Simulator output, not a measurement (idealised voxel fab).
process module | voxel trench capacitor
cross-section cut | 160 nm wide | cells 5 nm
A cross-section is a grid of square cells, given in bands from the top down. A band is one or more rows of cells.
Each band's line starts with the height of the band's top and of its bottom, in nm. Then come its materials from left to right, each with its width in nm. One material with "throughout" fills the band from edge to edge. "air" is empty space.
Height 0 is the level under which the wafer as received is all one material. The lowest band goes on downwards, as in "0 down".
A width such as "30 to 40" changes by the same amount from each row of cells to the next, from the band's top row to its bottom row.
"no change" after a step means that no cell of the cross-section changed.
closed voids: empty space of 8 cells or more with no open way to the top, each as width x height at its distance from the left edge, in nm
after a step's settings: what the simulator itself notes on the step
overlay nm, on a step with a mask: how far to the right of its planned place the mask lay; to the left if negative
plan
1 op RECEIVE | material Si
2 op CONFORMAL_DEP | material SiN | thk nm 5
3 op PATTERN | tone open | mask id TRENCH | material resist | width nm 25 | pitch nm 40 | thk nm 15 | overlay nm 0
4 op DIRECTIONAL_ETCH | etch materials SiN | depth nm 5
5 op DIRECTIONAL_ETCH | etch materials Si | depth nm 25
6 op STRIP | etch materials resist
7 op CONFORMAL_DEP | material Al2O3 | thk nm 5
8 op CONFORMAL_DEP | material TiN | thk nm 5
9 op FILL_DEP | material W | thk nm 5
10 op CMP | height nm 5
as received, after step 1
  0 down: Si throughout
  closed voids: none
first wafer at the end, as planned
  5 to 0: SiN 45 | Al2O3 5 | TiN 5 | W 5 | TiN 5 | Al2O3 5 | SiN 15 | Al2O3 5 | TiN 5 | W 5 | TiN 5 | Al2O3 5 | SiN 50
  0 to -15: Si 45 | Al2O3 5 | TiN 5 | W 5 | TiN 5 | Al2O3 5 | Si 15 | Al2O3 5 | TiN 5 | W 5 | TiN 5 | Al2O3 5 | Si 50
  -15 to -20: Si 45 | Al2O3 5 | TiN 15 | Al2O3 5 | Si 15 | Al2O3 5 | TiN 15 | Al2O3 5 | Si 50
  -20 to -25: Si 45 | Al2O3 25 | Si 15 | Al2O3 25 | Si 50
  -25 down: Si throughout
  closed voids: none
second wafer at the end: like start, like plan, one mistake
  5 to 0: SiN 45 | Al2O3 5 | TiN 5 | W 5 | TiN 5 | Al2O3 5 | SiN 15 | Al2O3 5 | TiN 5 | W 5 | TiN 5 | Al2O3 5 | SiN 50
  0 to -10: Si 45 | Al2O3 5 | TiN 5 | W 5 | TiN 5 | Al2O3 5 | Si 15 | Al2O3 5 | TiN 5 | W 5 | TiN 5 | Al2O3 5 | Si 50
  -10 to -15: Si 45 | Al2O3 5 | TiN 15 | Al2O3 5 | Si 15 | Al2O3 5 | TiN 15 | Al2O3 5 | Si 50
  -15 to -20: Si 45 | Al2O3 25 | Si 15 | Al2O3 25 | Si 50
  -20 down: Si throughout
  closed voids: none
what went wrong: step 5 ran as: op DIRECTIONAL_ETCH | etch materials Si | depth nm 20
at the end the second wafer has, in cells: 4 fewer of Al2O3 | 10 more of Si | 4 fewer of TiN | 2 fewer of W
